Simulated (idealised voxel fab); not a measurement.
Name of the process module below: voxel transistor to metal
For reference, the cross-section in this document is cut, with width 175 nm and square cells of 5 nm.
Cross-section layout: square cells on a grid; listed as bands, top to bottom; a band spans one or more cell rows.
It is stipulated that each band's entry specify, in nanometres, the height of the top of the band and then that of its bottom, followed by the materials of the band in left-to-right sequence, each together with its width in nanometres. A single material marked by the word "full width" is understood to fill the band from edge to edge; the word "blank" is understood to denote empty space.
Zero point of the height axis is 0; under it, received wafer = one material. Lowest band: continues down indefinitely, "0 -> down".
Top row gets the first number, bottom row gets the second, and each row in between changes by the same step: that is how a band width like "30 to 40" works.
You'll sometimes find "nothing altered" written for a step, and that's the way of saying that nowhere in the cross-section did a cell change during that step.
The label "Internal closed voids" introduces a list of the empty spaces, 8 cells or larger, that have no open way up to the top; each entry in it reads width x height at distance, where the distance is taken from the left edge and all three are stated in nm.
after a step's settings: what the simulator itself notes on the step
Regarding "overlay nm": on a step with a mask, it is the distance the mask lay to the right of its planned place; a negative value places it to the left.
Process steps foreseen in the plan
1) RECEIVE [material Si]
2) OXIDIZE [depth nm 5]
3) CONFORMAL_DEP [material SiN] [thk nm 15]
4) PATTERN [tone cover] [mask id ACTIVE] [material resist] [width nm 105] [thk nm 15] [overlay nm 0]
5) DIRECTIONAL_ETCH [etch materials SiN] [depth nm 15]
6) DIRECTIONAL_ETCH [etch materials SiO2] [depth nm 5]
7) DIRECTIONAL_ETCH [etch materials Si] [depth nm 30]
8) STRIP [etch materials resist]
9) OXIDIZE [depth nm 5]
10) FILL_DEP [material SiO2] [thk nm 15]
11) CMP [height nm 15]
12) SELECTIVE_ETCH [etch materials SiO2] [depth nm 5]
13) STRIP [etch materials SiN]
14) SELECTIVE_ETCH [etch materials SiO2] [depth nm 5]
15) OXIDIZE [depth nm 5]
16) DIRECTIONAL_DEP [material polySi] [thk nm 30]
17) DIRECTIONAL_DEP [material SiCN] [thk nm 10]
18) DIRECTIONAL_DEP [material aC] [thk nm 10]
19) PATTERN [tone cover] [mask id GATE] [material resist] [width nm 25] [thk nm 30] [overlay nm 0]
20) DIRECTIONAL_ETCH [etch materials aC] [depth nm 10]
21) STRIP [etch materials resist]
22) DIRECTIONAL_ETCH [etch materials SiCN] [depth nm 20]
23) DIRECTIONAL_ETCH [etch materials polySi] [depth nm 40]
24) STRIP [etch materials aC]
25) CONFORMAL_DEP [material SiN] [thk nm 10]
26) DIRECTIONAL_ETCH [etch materials SiN] [depth nm 10]
27) DIRECTIONAL_ETCH [etch materials SiO2] [depth nm 5]
28) DIRECTIONAL_ETCH [etch materials Si] [depth nm 10]
29) EPI [material SiGe] [thk nm 10]
30) FILL_DEP [material SiO2] [thk nm 10]
31) CMP [height nm 25]
32) STRIP [etch materials polySi]
33) SELECTIVE_ETCH [etch materials SiO2] [depth nm 5]
34) CONFORMAL_DEP [material HfO2] [thk nm 5]
35) CONFORMAL_DEP [material TiN] [thk nm 5]
36) FILL_DEP [material W] [thk nm 5]
37) CMP [height nm 20]
38) DIRECTIONAL_DEP [material SiO2] [thk nm 15]
39) MASKED_ETCH [tone open] [mask id CONTACT] [width nm 20] [pitch nm 75] [etch materials SiO2] [depth nm 45] [overlay nm 0]
40) CONFORMAL_DEP [material TiN] [thk nm 5]
41) FILL_DEP [material Ru] [thk nm 5]
42) CMP [height nm 35]
43) DIRECTIONAL_DEP [material TiN] [thk nm 5]
44) DIRECTIONAL_DEP [material W] [thk nm 25]
45) DIRECTIONAL_DEP [material aC] [thk nm 15]
46) PATTERN [tone cover] [mask id METAL_1] [material resist] [width nm 20] [pitch nm 75] [thk nm 35] [overlay nm 0]
47) DIRECTIONAL_ETCH [etch materials aC] [depth nm 15]
48) STRIP [etch materials resist]
49) DIRECTIONAL_ETCH [etch materials W] [depth nm 25]
50) DIRECTIONAL_ETCH [etch materials TiN] [depth nm 5]
51) STRIP [etch materials aC]
52) FILL_DEP [material SiO2] [thk nm 5]
53) CMP [height nm 65]
54) CONFORMAL_DEP [material SiCN] [thk nm 5]
55) DIRECTIONAL_DEP [material lowk] [thk nm 30]
56) DIRECTIONAL_DEP [material aC] [thk nm 15]
57) PATTERN [tone open] [mask id METAL_2] [material resist] [width nm 20] [pitch nm 75] [thk nm 30] [overlay nm 0]
58) DIRECTIONAL_ETCH [etch materials aC] [depth nm 15]
59) STRIP [etch materials resist]
60) DIRECTIONAL_ETCH [etch materials lowk] [depth nm 15]
61) STRIP [etch materials aC]
62) DIRECTIONAL_DEP [material aC] [thk nm 15]
63) PATTERN [tone open] [mask id METAL_2_HOLES] [material resist] [width nm 15] [pitch nm 75] [thk nm 30] [overlay nm 0]
64) DIRECTIONAL_ETCH [etch materials aC] [depth nm 15]
65) STRIP [etch materials resist]
66) DIRECTIONAL_ETCH [etch materials lowk] [depth nm 15]
67) DIRECTIONAL_ETCH [etch materials SiCN] [depth nm 5]
68) STRIP [etch materials aC]
69) CONFORMAL_DEP [material TiN] [thk nm 5]
70) FILL_DEP [material Cu] [thk nm 5]
71) CMP [height nm 100]
72) CONFORMAL_DEP [material SiN] [thk nm 5]
Here's what the wafer looked like in cross-section when it arrived - that's after step 1
- 0 -> down: Si full width
- Internal closed voids: none
First of two wafers, end-of-module section, run followed plan
- 105 -> 100: SiN full width
- 100 -> 90: lowk 40 nm  TiN 5 nm  Cu 10 nm  TiN 5 nm  lowk 55 nm  TiN 5 nm  Cu 10 nm  TiN 5 nm  lowk 40 nm
- 90 -> 85: lowk 40 nm  TiN 5 nm  Cu 5 nm  TiN 10 nm  lowk 55 nm  TiN 5 nm  Cu 5 nm  TiN 10 nm  lowk 40 nm
- 85 -> 70: lowk 40 nm  TiN 5 nm  Cu 5 nm  TiN 5 nm  lowk 60 nm  TiN 5 nm  Cu 5 nm  TiN 5 nm  lowk 45 nm
- 70 -> 65: SiCN 40 nm  TiN 15 nm  SiCN 60 nm  TiN 15 nm  SiCN 45 nm
- 65 -> 40: SiO2 40 nm  W 20 nm  SiO2 55 nm  W 20 nm  SiO2 40 nm
- 40 -> 35: SiO2 40 nm  TiN 20 nm  SiO2 55 nm  TiN 20 nm  SiO2 40 nm
- 35 -> 20: SiO2 40 nm  TiN 5 nm  Ru 10 nm  TiN 5 nm  SiO2 55 nm  TiN 5 nm  Ru 10 nm  TiN 5 nm  SiO2 40 nm
- 20 -> 5: SiO2 40 nm  TiN 5 nm  Ru 10 nm  TiN 5 nm  SiO2 5 nm  SiN 10 nm  HfO2 5 nm  TiN 5 nm  W 5 nm  TiN 5 nm  HfO2 5 nm  SiN 10 nm  SiO2 5 nm  TiN 5 nm  Ru 10 nm  TiN 5 nm  SiO2 40 nm
- 5 -> 0: SiO2 30 nm  SiN 10 nm  TiN 5 nm  Ru 5 nm  TiN 10 nm  SiO2 5 nm  SiN 10 nm  HfO2 5 nm  TiN 5 nm  W 5 nm  TiN 5 nm  HfO2 5 nm  SiN 10 nm  SiO2 5 nm  TiN 10 nm  Ru 5 nm  TiN 5 nm  SiN 10 nm  SiO2 30 nm
- 0 -> -5: SiO2 30 nm  SiN 10 nm  TiN 5 nm  Ru 5 nm  TiN 5 nm  SiGe 10 nm  SiN 10 nm  HfO2 5 nm  TiN 15 nm  HfO2 5 nm  SiN 10 nm  SiGe 10 nm  TiN 5 nm  Ru 5 nm  TiN 5 nm  SiN 10 nm  SiO2 30 nm
- -5 -> -10: SiO2 40 nm  TiN 15 nm  SiGe 10 nm  SiO2 5 nm  HfO2 35 nm  SiO2 5 nm  SiGe 10 nm  TiN 15 nm  SiO2 40 nm
- -10 -> -20: SiO2 40 nm  SiGe 25 nm  Si 45 nm  SiGe 25 nm  SiO2 40 nm
- -20 -> -40: SiO2 40 nm  Si 95 nm  SiO2 40 nm
- -40 -> down: Si full width
- Internal closed voids: none
This is the second of the two wafers, cross-sectioned at the end of the module; it started exactly like the first and was given the same plan, but it was run with one mistake
- 105 -> 100: SiN full width
- 100 -> 90: lowk 40 nm  TiN 5 nm  Cu 15 nm  TiN 5 nm  lowk 50 nm  TiN 5 nm  Cu 15 nm  TiN 5 nm  lowk 35 nm
- 90 -> 85: lowk 40 nm  TiN 25 nm  lowk 50 nm  TiN 25 nm  lowk 35 nm
- 85 -> 70: lowk 45 nm  TiN 10 nm  lowk 65 nm  TiN 10 nm  lowk 45 nm
- 70 -> 65: SiCN 45 nm  TiN 10 nm  SiCN 65 nm  TiN 10 nm  SiCN 45 nm
- 65 -> 40: SiO2 40 nm  W 20 nm  SiO2 55 nm  W 20 nm  SiO2 40 nm
- 40 -> 35: SiO2 40 nm  TiN 20 nm  SiO2 55 nm  TiN 20 nm  SiO2 40 nm
- 35 -> 20: SiO2 40 nm  TiN 5 nm  Ru 10 nm  TiN 5 nm  SiO2 55 nm  TiN 5 nm  Ru 10 nm  TiN 5 nm  SiO2 40 nm
- 20 -> 5: SiO2 40 nm  TiN 5 nm  Ru 10 nm  TiN 5 nm  SiO2 5 nm  SiN 10 nm  HfO2 5 nm  TiN 5 nm  W 5 nm  TiN 5 nm  HfO2 5 nm  SiN 10 nm  SiO2 5 nm  TiN 5 nm  Ru 10 nm  TiN 5 nm  SiO2 40 nm
- 5 -> 0: SiO2 30 nm  SiN 10 nm  TiN 5 nm  Ru 5 nm  TiN 10 nm  SiO2 5 nm  SiN 10 nm  HfO2 5 nm  TiN 5 nm  W 5 nm  TiN 5 nm  HfO2 5 nm  SiN 10 nm  SiO2 5 nm  TiN 10 nm  Ru 5 nm  TiN 5 nm  SiN 10 nm  SiO2 30 nm
- 0 -> -5: SiO2 30 nm  SiN 10 nm  TiN 5 nm  Ru 5 nm  TiN 5 nm  SiGe 10 nm  SiN 10 nm  HfO2 5 nm  TiN 15 nm  HfO2 5 nm  SiN 10 nm  SiGe 10 nm  TiN 5 nm  Ru 5 nm  TiN 5 nm  SiN 10 nm  SiO2 30 nm
- -5 -> -10: SiO2 40 nm  TiN 15 nm  SiGe 10 nm  SiO2 5 nm  HfO2 35 nm  SiO2 5 nm  SiGe 10 nm  TiN 15 nm  SiO2 40 nm
- -10 -> -20: SiO2 40 nm  SiGe 25 nm  Si 45 nm  SiGe 25 nm  SiO2 40 nm
- -20 -> -40: SiO2 40 nm  Si 95 nm  SiO2 40 nm
- -40 -> down: Si full width
- Internal closed voids: none
So what did we get wrong on this run? step 57 ran with different settings than intended, the actual operation and settings being PATTERN [tone open] [mask id METAL_2] [material resist] [width nm 20] [pitch nm 75] [thk nm 30] [overlay nm 5]
End of process, cell counts, second wafer against first, materials with more or fewer: 4 fewer of Cu; 2 more of SiCN; 2 more of TiN
